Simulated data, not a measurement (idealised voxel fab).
The process module presented herein is designated voxel self aligned contacts.
Pictured: cross-section cut, 215 nm wide, on a grid of 5 nm square cells.
Cross-section layout: square cells on a grid; listed as bands, top to bottom; a band spans one or more cell rows.
Band: top and bottom heights (nm) first, top before bottom; then materials from left to right, widths in nm. "full width" marks a sole material filling the band edge to edge. "air" denotes empty space.
Heights are expressed relative to 0, this being the level below which the as-received wafer comprises one material exclusively. The lowest band is unbounded in the downward direction and is denoted as in "0 and below".
It should be noted that a width expressed as "30->40" varies in equal increments from row to row of cells within the band, taking the value of the first number at the top row and that of the second number at the bottom row.
For the purposes of this document, the phrase "nothing altered" attached to a step denotes that no cell within the cross-section was modified by that step.
Enclosed voids (no open way to top), threshold 8 cells or more, entry "Voids, sealed", notation width x height at distance, distance from left edge, nm.
If you see something after the settings on a step's line, that's the simulator's own remark about that step.
overlay nm: mask offset rightward from planned place, masked step; negative means leftward offset.

[The following list gives the planned process steps]
- 1: RECEIVE,material Si
- 2: CONFORMAL_DEP,material SiO2,thk nm 5
- 3: DIRECTIONAL_DEP,material polySi,thk nm 20
- 4: DIRECTIONAL_DEP,material SiN,thk nm 25
- 5: MASKED_ETCH,tone cover,mask id GATE,width nm 25,pitch nm 60,etch materials SiN,depth nm 25,overlay nm 0
- 6: MASKED_ETCH,tone cover,mask id GATE,width nm 25,pitch nm 60,etch materials polySi,depth nm 20,overlay nm 0
- 7: CONFORMAL_DEP,material SiN,thk nm 10
- 8: DIRECTIONAL_ETCH,etch materials SiN,depth nm 10
- 9: FILL_DEP,material SiO2,thk nm 10
- 10: CMP,height nm 55
- 11: DIRECTIONAL_DEP,material aC,thk nm 10
- 12: PATTERN,tone open,mask id CONTACT,material resist,width nm 45,thk nm 30,overlay nm 0
- 13: DIRECTIONAL_ETCH,etch materials aC,depth nm 10
- 14: STRIP,etch materials resist
- 15: DIRECTIONAL_ETCH,etch materials SiO2,depth nm 55
- 16: STRIP,etch materials aC
- 17: CONFORMAL_DEP,material TiN,thk nm 5
- 18: FILL_DEP,material Ru,thk nm 5
- 19: CMP,height nm 55
- 20: CONFORMAL_DEP,material SiCN,thk nm 5

[As-received state of the wafer in cross-section, equivalent to post-step 1]
* 0 and below = Si full width
* Voids, sealed: none

[Cross-section taken at module completion on the first of two wafers; processed per the plan]
* 60 down to 55 = SiCN full width
* 55 down to 50 = 85 SiO2; 20 TiN; 5 Ru; 20 TiN; 85 SiO2
* 50 down to 25 = 55 SiO2; 45 SiN; 5 TiN; 5 Ru; 5 TiN; 45 SiN; 55 SiO2
* 25 down to 5 = 55 SiO2; 10 SiN; 25 polySi; 10 SiN; 5 TiN; 5 Ru; 5 TiN; 10 SiN; 25 polySi; 10 SiN; 55 SiO2
* 5 down to 0 = 100 SiO2; 15 TiN; 100 SiO2
* 0 and below = Si full width
* Voids, sealed: none

[What the second wafer looks like in cross-section once the module is done. Its start and its plan matched the first wafer's exactly; what differed was one mistake in how it was run]
* 60 down to 55 = SiCN full width
* 55 down to 50 = 85 SiO2; 25 TiN; 5 Ru; 15 TiN; 85 SiO2
* 50 down to 30 = 60 SiO2; 45 SiN; 5 TiN; 5 Ru; 5 TiN; 45 SiN; 50 SiO2
* 30 down to 25 = 60 SiO2; 45 SiN; 15 TiN; 45 SiN; 50 SiO2
* 25 down to 5 = 55 SiO2; 10 SiN; 30 polySi; 10 SiN; 10 TiN; 10 SiN; 30 polySi; 10 SiN; 50 SiO2
* 5 down to 0 = 105 SiO2; 10 TiN; 100 SiO2
* 0 and below = Si full width
* Voids, sealed: none
Short version of what went wrong: step 5 ran differently from the plan; actual operation with settings: MASKED_ETCH,tone cover,mask id GATE,width nm 25,pitch nm 60,etch materials SiN,depth nm 25,overlay nm 5
Final comparison by cell count, materials where the second wafer has more or fewer than the first: -5 Ru, -3 SiO2, +8 polySi
